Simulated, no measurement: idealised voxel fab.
process module | voxel transistor to metal
cross-section cut | 145 nm wide | cells 5 nm
A cross-section is a grid of square cells, given in bands from the top down. A band is one or more rows of cells.
Each band's line starts with the height of the band's top and of its bottom, in nm. Then come its materials from left to right, each with its width in nm. One material with "throughout" fills the band from edge to edge. "air" is empty space.
Height 0 is the level under which the wafer as received is all one material. The lowest band goes on downwards, as in "0 down".
A width such as "30 to 40" changes by the same amount from each row of cells to the next, from the band's top row to its bottom row.
"no change" after a step means that no cell of the cross-section changed.
closed voids: empty space of 8 cells or more with no open way to the top, each as width x height at its distance from the left edge, in nm
after a step's settings: what the simulator itself notes on the step
overlay nm, on a step with a mask: how far to the right of its planned place the mask lay; to the left if negative
plan
1 op RECEIVE | material Si
2 op OXIDIZE | depth nm 5
3 op CONFORMAL_DEP | material SiN | thk nm 15
4 op DIRECTIONAL_DEP | material aC | thk nm 10
5 op PATTERN | tone cover | mask id ACTIVE | material resist | width nm 100 | thk nm 30 | overlay nm 0
6 op DIRECTIONAL_ETCH | etch materials aC | depth nm 10
7 op STRIP | etch materials resist
8 op DIRECTIONAL_ETCH | etch materials SiN | depth nm 15
9 op DIRECTIONAL_ETCH | etch materials SiO2 | depth nm 5
10 op DIRECTIONAL_ETCH | etch materials Si | depth nm 25
11 op STRIP | etch materials aC
12 op FILL_DEP | material SiO2 | thk nm 15
13 op CMP | height nm 15
14 op SELECTIVE_ETCH | etch materials SiO2 | depth nm 10
15 op STRIP | etch materials SiN
16 op SELECTIVE_ETCH | etch materials SiO2 | depth nm 5
17 op OXIDIZE | depth nm 5
18 op DIRECTIONAL_DEP | material polySi | thk nm 20
19 op DIRECTIONAL_DEP | material SiCN | thk nm 15
20 op PATTERN | tone cover | mask id GATE | material resist | width nm 20 | thk nm 15 | overlay nm 0
21 op DIRECTIONAL_ETCH | etch materials SiCN | depth nm 25
22 op DIRECTIONAL_ETCH | etch materials polySi | depth nm 30
23 op STRIP | etch materials resist
24 op CONFORMAL_DEP | material SiO2 | thk nm 5
25 op DIRECTIONAL_ETCH | etch materials SiO2 | depth nm 5
26 op CONFORMAL_DEP | material SiN | thk nm 5
27 op DIRECTIONAL_ETCH | etch materials SiN | depth nm 5
28 op DIRECTIONAL_ETCH | etch materials SiO2 | depth nm 5
29 op DIRECTIONAL_ETCH | etch materials Si | depth nm 10
30 op EPI | material nSi | thk nm 10
31 op FILL_DEP | material SiO2 | thk nm 5
32 op CMP | height nm 30
33 op DIRECTIONAL_DEP | material SiO2 | thk nm 10
34 op PATTERN | tone open | mask id CONTACT | material resist | width nm 30 | pitch nm 60 | thk nm 20 | overlay nm 0
35 op DIRECTIONAL_ETCH | etch materials SiO2 | depth nm 50
36 op STRIP | etch materials resist
37 op CONFORMAL_DEP | material TiN | thk nm 5
38 op FILL_DEP | material W | thk nm 10
39 op CMP | height nm 40
40 op CONFORMAL_DEP | material SiCN | thk nm 5
41 op DIRECTIONAL_DEP | material lowk | thk nm 15
42 op PATTERN | tone open | mask id METAL_1 | material resist | width nm 20 | pitch nm 70 | thk nm 15 | overlay nm 0
43 op DIRECTIONAL_ETCH | etch materials lowk | depth nm 15
44 op DIRECTIONAL_ETCH | etch materials SiCN | depth nm 5
45 op STRIP | etch materials resist
46 op CONFORMAL_DEP | material TiN | thk nm 5
47 op FILL_DEP | material Cu | thk nm 10
48 op CMP | height nm 60
49 op CONFORMAL_DEP | material SiCN | thk nm 5
50 op DIRECTIONAL_DEP | material SiO2 | thk nm 35
51 op DIRECTIONAL_DEP | material aC | thk nm 10
52 op PATTERN | tone open | mask id METAL_2_HOLES | material resist | width nm 15 | pitch nm 70 | thk nm 25 | overlay nm 0
53 op DIRECTIONAL_ETCH | etch materials aC | depth nm 10
54 op STRIP | etch materials resist
55 op DIRECTIONAL_ETCH | etch materials SiO2 | depth nm 35
56 op STRIP | etch materials aC
57 op PATTERN | tone open | mask id METAL_2 | material resist | width nm 20 | pitch nm 70 | thk nm 15 | overlay nm 0
58 op DIRECTIONAL_ETCH | etch materials SiO2 | depth nm 20
59 op DIRECTIONAL_ETCH | etch materials SiCN | depth nm 5
60 op STRIP | etch materials resist
61 op CONFORMAL_DEP | material TiN | thk nm 5
62 op FILL_DEP | material Cu | thk nm 10
63 op CMP | height nm 100
64 op CONFORMAL_DEP | material SiN | thk nm 5
as received, after step 1
  0 down: Si throughout
  closed voids: none
first wafer at the end, as planned
  105 to 100: SiN throughout
  100 to 85: SiO2 25 | TiN 5 | Cu 10 | TiN 5 | SiO2 50 | TiN 5 | Cu 10 | TiN 5 | SiO2 30
  85 to 80: SiO2 25 | TiN 5 | Cu 5 | TiN 10 | SiO2 50 | TiN 5 | Cu 5 | TiN 10 | SiO2 30
  80 to 65: SiO2 25 | TiN 5 | Cu 5 | TiN 5 | SiO2 55 | TiN 5 | Cu 5 | TiN 5 | SiO2 35
  65 to 60: SiCN 25 | TiN 15 | SiCN 55 | TiN 15 | SiCN 35
  60 to 45: lowk 25 | TiN 5 | Cu 10 | TiN 5 | lowk 50 | TiN 5 | Cu 10 | TiN 5 | lowk 30
  45 to 40: SiCN 25 | TiN 20 | SiCN 50 | TiN 20 | SiCN 30
  40 to 30: SiO2 25 | TiN 5 | W 20 to 15 | TiN 5 to 10 | SiO2 30 | TiN 5 to 10 | W 20 to 15 | TiN 5 | SiO2 30
  30 to 15: SiO2 25 | TiN 5 | W 15 | TiN 5 | SiN 5 | SiO2 5 | SiCN 20 | SiO2 5 | SiN 5 | TiN 5 | W 15 | TiN 5 | SiO2 30
  15 to 5: SiO2 25 | TiN 5 | W 15 | TiN 5 | SiN 5 | SiO2 5 | polySi 20 | SiO2 5 | SiN 5 | TiN 5 | W 15 | TiN 5 | SiO2 30
  5 to 0: SiO2 25 | TiN 25 | SiN 5 | SiO2 5 | polySi 20 | SiO2 5 | SiN 5 | TiN 25 | SiO2 30
  0 to -5: SiO2 20 | SiN 5 | nSi 10 | TiN 5 | nSi 10 | SiN 5 | SiO2 5 | polySi 20 | SiO2 5 | SiN 5 | nSi 10 | TiN 5 | nSi 10 | SiN 5 | SiO2 25
  -5 to -10: SiO2 25 | nSi 10 | TiN 5 | nSi 10 | SiO2 40 | nSi 10 | TiN 5 | nSi 10 | SiO2 30
  -10 to -20: SiO2 20 | Si 5 | nSi 25 | Si 40 | nSi 25 | Si 5 | SiO2 25
  -20 to -30: SiO2 20 | Si 100 | SiO2 25
  -30 down: Si throughout
  closed voids: none
second wafer at the end: like start, like plan, one mistake
  105 to 100: SiN throughout
  100 to 85: SiO2 25 | TiN 5 | Cu 10 | TiN 5 | SiO2 50 | TiN 5 | Cu 10 | TiN 5 | SiO2 30
  85 to 80: SiO2 25 | TiN 5 | Cu 5 | TiN 10 | SiO2 50 | TiN 5 | Cu 5 | TiN 10 | SiO2 30
  80 to 65: SiO2 25 | TiN 5 | Cu 5 | TiN 5 | SiO2 55 | TiN 5 | Cu 5 | TiN 5 | SiO2 35
  65 to 60: SiCN 25 | TiN 15 | SiCN 55 | TiN 15 | SiCN 35
  60 to 45: lowk 25 | TiN 5 | Cu 10 | TiN 5 | lowk 50 | TiN 5 | Cu 10 | TiN 5 | lowk 30
  45 to 40: SiCN 25 | TiN 20 | SiCN 50 | TiN 20 | SiCN 30
  40 to 30: SiO2 25 | TiN 5 | W 20 to 15 | TiN 5 to 10 | SiO2 30 | TiN 5 to 10 | W 20 to 15 | TiN 5 | SiO2 30
  30 to 25: SiO2 25 | TiN 5 | W 15 | TiN 5 | SiN 5 | SiO2 5 | SiCN 20 | SiO2 5 | SiN 5 | TiN 5 | W 15 | TiN 5 | SiO2 30
  25 to 20: SiCN 15 | SiO2 5 | SiN 5 | TiN 25 | SiN 5 | SiO2 5 | SiCN 20 | SiO2 5 | SiN 5 | TiN 25 | SiN 5 | SiO2 5 | SiCN 20
  20 to 15: polySi 15 | SiCN 110 | polySi 20
  15 to 0: polySi throughout
  0 to -5: SiO2 15 | polySi 110 | SiO2 20
  -5 to -10: SiO2 throughout
  -10 to -30: SiO2 20 | Si 100 | SiO2 25
  -30 down: Si throughout
  closed voids: none
what went wrong: step 19 was run twice
at the end the second wafer has, in cells: 20 more of Si | 25 more of SiCN | 10 fewer of SiN | 55 fewer of SiO2 | 20 fewer of TiN | 24 fewer of W | 36 fewer of nSi | 100 more of polySi
